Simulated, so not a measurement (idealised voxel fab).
process module | voxel air gaps
cross-section cut | 210 nm wide | cells 5 nm
A cross-section is a grid of square cells, given in bands from the top down. A band is one or more rows of cells.
Each band's line starts with the height of the band's top and of its bottom, in nm. Then come its materials from left to right, each with its width in nm. One material with "throughout" fills the band from edge to edge. "air" is empty space.
Height 0 is the level under which the wafer as received is all one material. The lowest band goes on downwards, as in "0 down".
A width such as "30 to 40" changes by the same amount from each row of cells to the next, from the band's top row to its bottom row.
"no change" after a step means that no cell of the cross-section changed.
closed voids: empty space of 8 cells or more with no open way to the top, each as width x height at its distance from the left edge, in nm
after a step's settings: what the simulator itself notes on the step
overlay nm, on a step with a mask: how far to the right of its planned place the mask lay; to the left if negative
plan
1 op RECEIVE | material Si
2 op CONFORMAL_DEP | material SiO2 | thk nm 10
3 op CONFORMAL_DEP | material SiCN | thk nm 5
4 op DIRECTIONAL_DEP | material lowk | thk nm 35
5 op MASKED_ETCH | tone open | mask id LINES | width nm 20 | pitch nm 50 | etch materials lowk | depth nm 35 | overlay nm 0
6 op CONFORMAL_DEP | material TiN | thk nm 5
7 op FILL_DEP | material W | thk nm 5
8 op CMP | height nm 50
9 op EPI | material Ru | thk nm 10
10 op SELECTIVE_ETCH | etch materials lowk | depth nm 45
11 op CONFORMAL_DEP | material SiCN | thk nm 5
first wafer, as planned
as received, after step 1
  0 down: Si throughout
  closed voids: none
after step 2
  10 to 0: SiO2 throughout
  below 0: unchanged
after step 3
  15 to 10: SiCN throughout
  below 10: unchanged
after step 4
  50 to 15: lowk throughout
  below 15: unchanged
after step 5
  50 to 15: lowk 20 | air 20 | lowk 30 | air 20 | lowk 30 | air 20 | lowk 30 | air 20 | lowk 20
  below 15: unchanged
after step 6
  55 to 50: TiN 25 | air 10 | TiN 40 | air 10 | TiN 40 | air 10 | TiN 40 | air 10 | TiN 25
  50 to 20: lowk 20 | TiN 5 | air 10 | TiN 5 | lowk 30 | TiN 5 | air 10 | TiN 5 | lowk 30 | TiN 5 | air 10 | TiN 5 | lowk 30 | TiN 5 | air 10 | TiN 5 | lowk 20
  20 to 15: lowk 20 | TiN 20 | lowk 30 | TiN 20 | lowk 30 | TiN 20 | lowk 30 | TiN 20 | lowk 20
  below 15: unchanged
after step 7
  60 to 55: W throughout
  55 to 50: TiN 25 | W 10 | TiN 40 | W 10 | TiN 40 | W 10 | TiN 40 | W 10 | TiN 25
  50 to 20: lowk 20 | TiN 5 | W 10 | TiN 5 | lowk 30 | TiN 5 | W 10 | TiN 5 | lowk 30 | TiN 5 | W 10 | TiN 5 | lowk 30 | TiN 5 | W 10 | TiN 5 | lowk 20
  below 20: unchanged
after step 8
  50 to 20: lowk 20 | TiN 5 | W 10 | TiN 5 | lowk 30 | TiN 5 | W 10 | TiN 5 | lowk 30 | TiN 5 | W 10 | TiN 5 | lowk 30 | TiN 5 | W 10 | TiN 5 | lowk 20
  below 20: unchanged
after step 9
  60 to 50: air 10 | Ru 40 | air 10 | Ru 40 | air 10 | Ru 40 | air 10 | Ru 40 | air 10
  below 50: unchanged
after step 10
  60 to 50: air 10 | Ru 40 | air 10 | Ru 40 | air 10 | Ru 40 | air 10 | Ru 40 | air 10
  50 to 20: air 20 | TiN 5 | W 10 | TiN 5 | air 30 | TiN 5 | W 10 | TiN 5 | air 30 | TiN 5 | W 10 | TiN 5 | air 30 | TiN 5 | W 10 | TiN 5 | air 20
  20 to 15: air 20 | TiN 20 | air 30 | TiN 20 | air 30 | TiN 20 | air 30 | TiN 20 | air 20
  below 15: unchanged
after step 11
  65 to 60: air 5 | SiCN 200 | air 5
  60 to 50: air 5 | SiCN 5 | Ru 40 | SiCN 10 | Ru 40 | SiCN 10 | Ru 40 | SiCN 10 | Ru 40 | SiCN 5 | air 5
  50 to 45: air 5 | SiCN 15 | TiN 5 | W 10 | TiN 5 | SiCN 30 | TiN 5 | W 10 | TiN 5 | SiCN 30 | TiN 5 | W 10 | TiN 5 | SiCN 30 | TiN 5 | W 10 | TiN 5 | SiCN 15 | air 5
  45 to 20: air 15 | SiCN 5 | TiN 5 | W 10 | TiN 5 | SiCN 5 | air 20 | SiCN 5 | TiN 5 | W 10 | TiN 5 | SiCN 5 | air 20 | SiCN 5 | TiN 5 | W 10 | TiN 5 | SiCN 5 | air 20 | SiCN 5 | TiN 5 | W 10 | TiN 5 | SiCN 5 | air 15
  20 to 15: SiCN 20 | TiN 20 | SiCN 30 | TiN 20 | SiCN 30 | TiN 20 | SiCN 30 | TiN 20 | SiCN 20
  below 15: unchanged
  closed voids: 20 x 25 at 45; 20 x 25 at 95; 20 x 25 at 145
second wafer: like start, like plan, one mistake. Through step 2 it matches the first wafer
when step 3 should have ended
  15 to 10: Ru throughout
  below 10: unchanged
when step 4 should have ended
  50 to 15: lowk throughout
  below 15: unchanged
when step 5 should have ended
  50 to 15: lowk 20 | air 20 | lowk 30 | air 20 | lowk 30 | air 20 | lowk 30 | air 20 | lowk 20
  below 15: unchanged
when step 6 should have ended
  55 to 50: TiN 25 | air 10 | TiN 40 | air 10 | TiN 40 | air 10 | TiN 40 | air 10 | TiN 25
  50 to 20: lowk 20 | TiN 5 | air 10 | TiN 5 | lowk 30 | TiN 5 | air 10 | TiN 5 | lowk 30 | TiN 5 | air 10 | TiN 5 | lowk 30 | TiN 5 | air 10 | TiN 5 | lowk 20
  20 to 15: lowk 20 | TiN 20 | lowk 30 | TiN 20 | lowk 30 | TiN 20 | lowk 30 | TiN 20 | lowk 20
  below 15: unchanged
when step 7 should have ended
  60 to 55: W throughout
  55 to 50: TiN 25 | W 10 | TiN 40 | W 10 | TiN 40 | W 10 | TiN 40 | W 10 | TiN 25
  50 to 20: lowk 20 | TiN 5 | W 10 | TiN 5 | lowk 30 | TiN 5 | W 10 | TiN 5 | lowk 30 | TiN 5 | W 10 | TiN 5 | lowk 30 | TiN 5 | W 10 | TiN 5 | lowk 20
  below 20: unchanged
when step 8 should have ended
  50 to 20: lowk 20 | TiN 5 | W 10 | TiN 5 | lowk 30 | TiN 5 | W 10 | TiN 5 | lowk 30 | TiN 5 | W 10 | TiN 5 | lowk 30 | TiN 5 | W 10 | TiN 5 | lowk 20
  below 20: unchanged
when step 9 should have ended
  60 to 50: air 10 | Ru 40 | air 10 | Ru 40 | air 10 | Ru 40 | air 10 | Ru 40 | air 10
  below 50: unchanged
when step 10 should have ended
  60 to 50: air 10 | Ru 40 | air 10 | Ru 40 | air 10 | Ru 40 | air 10 | Ru 40 | air 10
  50 to 20: air 20 | TiN 5 | W 10 | TiN 5 | air 30 | TiN 5 | W 10 | TiN 5 | air 30 | TiN 5 | W 10 | TiN 5 | air 30 | TiN 5 | W 10 | TiN 5 | air 20
  20 to 15: air 20 | TiN 20 | air 30 | TiN 20 | air 30 | TiN 20 | air 30 | TiN 20 | air 20
  below 15: unchanged
when step 11 should have ended
  65 to 60: air 5 | SiCN 200 | air 5
  60 to 50: air 5 | SiCN 5 | Ru 40 | SiCN 10 | Ru 40 | SiCN 10 | Ru 40 | SiCN 10 | Ru 40 | SiCN 5 | air 5
  50 to 45: air 5 | SiCN 15 | TiN 5 | W 10 | TiN 5 | SiCN 30 | TiN 5 | W 10 | TiN 5 | SiCN 30 | TiN 5 | W 10 | TiN 5 | SiCN 30 | TiN 5 | W 10 | TiN 5 | SiCN 15 | air 5
  45 to 20: air 15 | SiCN 5 | TiN 5 | W 10 | TiN 5 | SiCN 5 | air 20 | SiCN 5 | TiN 5 | W 10 | TiN 5 | SiCN 5 | air 20 | SiCN 5 | TiN 5 | W 10 | TiN 5 | SiCN 5 | air 20 | SiCN 5 | TiN 5 | W 10 | TiN 5 | SiCN 5 | air 15
  20 to 15: SiCN 20 | TiN 20 | SiCN 30 | TiN 20 | SiCN 30 | TiN 20 | SiCN 30 | TiN 20 | SiCN 20
  below 15: unchanged
  closed voids: 20 x 25 at 45; 20 x 25 at 95; 20 x 25 at 145
what went wrong: step 3 ran as: op CONFORMAL_DEP | material Ru | thk nm 5
at the end the second wafer has, in cells: 42 more of Ru | 42 fewer of SiCN
